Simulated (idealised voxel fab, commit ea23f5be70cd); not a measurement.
Name of the process module below: voxel wiring stack
Shown is cross-section cut, with a width of 140 nm and square cells of size 5 nm.
How to read a cross-section here: the picture is a grid of square cells, written as bands going from the top down, and any band can span one or more rows of cells.
Quick guide to a band line: top height, bottom height (nm) up front; then every material left to right with its width in nm. Only one material and it's marked "all across"? Then it fills the band edge to edge. And "air" just means empty space.
The level at which height equals 0 is the one under which the wafer, as it arrives, is entirely one material. No lower edge exists for the bottom band, which continues downward and is notated as in "top 0, no bottom".
Graded width ("30->40"): value in top row of band = first number; value in bottom row = second number; row-to-row change constant.
A step reported as "no modifications" is a step in which no cell of the cross-section changed.
"Trapped void list" specifies each empty space that is not open to the top and that occupies no fewer than 8 cells, using the form width x height at distance, the distance measured from the left edge and all three quantities in nm.
Post-settings text on a step line: simulator's own remark regarding the step.
Each step line may optionally specify "overlay nm", which for a step with a mask gives the rightward distance between the mask's planned place and where it lay, a negative value indicating the leftward direction.
These are the steps we planned for the process:
step 1: op RECEIVE | material Si
step 2: op CONFORMAL_DEP | material SiO2 | thk nm 10
step 3: op DIRECTIONAL_DEP | material TiN | thk nm 5
step 4: op DIRECTIONAL_DEP | material W | thk nm 25
step 5: op MASKED_ETCH | tone cover | mask id METAL_1 | width nm 25 | pitch nm 45 | etch materials W | depth nm 25 | overlay nm 0
step 6: op MASKED_ETCH | tone cover | mask id METAL_1 | width nm 25 | pitch nm 45 | etch materials TiN | depth nm 5 | overlay nm 0
step 7: op FILL_DEP | material SiO2 | thk nm 5
step 8: op CMP | height nm 40
step 9: op CONFORMAL_DEP | material SiCN | thk nm 5
step 10: op DIRECTIONAL_DEP | material SiO2 | thk nm 30
step 11: op PATTERN | tone open | mask id METAL_2_HOLES | material resist | width nm 15 | pitch nm 45 | thk nm 20 | overlay nm 0
step 12: op DIRECTIONAL_ETCH | etch materials SiO2 | depth nm 30
step 13: op STRIP | etch materials resist
step 14: op MASKED_ETCH | tone open | mask id METAL_2 | width nm 25 | pitch nm 45 | etch materials SiO2 | depth nm 20 | overlay nm 0
step 15: op MASKED_ETCH | tone open | mask id METAL_2 | width nm 25 | pitch nm 45 | etch materials SiCN | depth nm 5 | overlay nm 0
step 16: op CONFORMAL_DEP | material TiN | thk nm 5
step 17: op FILL_DEP | material Cu | thk nm 10
step 18: op CMP | height nm 75
step 19: op CONFORMAL_DEP | material SiCN | thk nm 5
step 20: op DIRECTIONAL_DEP | material lowk | thk nm 10
step 21: op MASKED_ETCH | tone open | mask id PLUG_2 | width nm 15 | pitch nm 45 | etch materials lowk | depth nm 10 | overlay nm 0
step 22: op MASKED_ETCH | tone open | mask id PLUG_2 | width nm 15 | pitch nm 45 | etch materials SiCN | depth nm 5 | overlay nm 0
step 23: op EPI | material Ru | thk nm 10
step 24: op EPI | material Ru | thk nm 5
step 25: op DIRECTIONAL_DEP | material TiN | thk nm 5
step 26: op DIRECTIONAL_DEP | material W | thk nm 15
step 27: op DIRECTIONAL_DEP | material aC | thk nm 15
step 28: op PATTERN | tone cover | mask id METAL_3 | material resist | width nm 25 | pitch nm 45 | thk nm 30 | overlay nm 0
step 29: op DIRECTIONAL_ETCH | etch materials aC | depth nm 15
step 30: op STRIP | etch materials resist
step 31: op DIRECTIONAL_ETCH | etch materials W | depth nm 15
step 32: op DIRECTIONAL_ETCH | etch materials TiN | depth nm 5
step 33: op STRIP | etch materials aC
step 34: op CONFORMAL_DEP | material SiN | thk nm 5
step 35: op FILL_DEP | material SiO2 | thk nm 5
step 36: op CMP | height nm 110
step 37: op CONFORMAL_DEP | material SiCN | thk nm 5
Cross-section: wafer on arrival = after step 1:
    top 0, no bottom = Si all across
    Trapped void list: none
One mistake in running the module, otherwise start and plan as above: cross-section at the end:
    top 115, bottom 110 = SiCN all across
    top 110, bottom 95 = SiO2: 30 / SiN: 5 / W: 25 / SiN: 5 / SiO2: 10 / SiN: 5 / W: 25 / SiN: 5 / SiO2: 30
    top 95, bottom 90 = SiO2: 20 / SiN: 15 / TiN: 25 / SiN: 20 / TiN: 25 / SiN: 5 / SiO2: 30
    top 90, bottom 85 = SiO2: 20 / SiN: 5 / Ru: 35 / SiN: 10 / Ru: 35 / SiN: 5 / SiO2: 30
    top 85, bottom 80 = SiN: 25 / Ru: 35 / SiN: 10 / Ru: 35 / SiN: 35
    top 80, bottom 75 = SiCN: 35 / Ru: 15 / SiCN: 30 / Ru: 15 / SiCN: 45
    top 75, bottom 60 = SiO2: 35 / TiN: 5 / Cu: 15 / TiN: 5 / SiO2: 20 / TiN: 5 / Cu: 15 / TiN: 5 / SiO2: 35
    top 60, bottom 55 = SiO2: 35 / TiN: 5 / Cu: 5 / TiN: 15 / SiO2: 20 / TiN: 5 / Cu: 5 / TiN: 15 / SiO2: 35
    top 55, bottom 45 = SiO2: 35 / TiN: 5 / Cu: 5 / TiN: 5 / SiO2: 30 / TiN: 5 / Cu: 5 / TiN: 5 / SiO2: 45
    top 45, bottom 40 = SiCN: 35 / TiN: 15 / SiCN: 30 / TiN: 15 / SiCN: 45
    top 40, bottom 15 = SiO2: 35 / W: 25 / SiO2: 20 / W: 25 / SiO2: 35
    top 15, bottom 10 = SiO2: 35 / TiN: 25 / SiO2: 20 / TiN: 25 / SiO2: 35
    top 10, bottom 0 = SiO2 all across
    top 0, no bottom = Si all across
    Trapped void list: none
Want to know what went wrong? step 20 of the plan was excluded from execution and never run
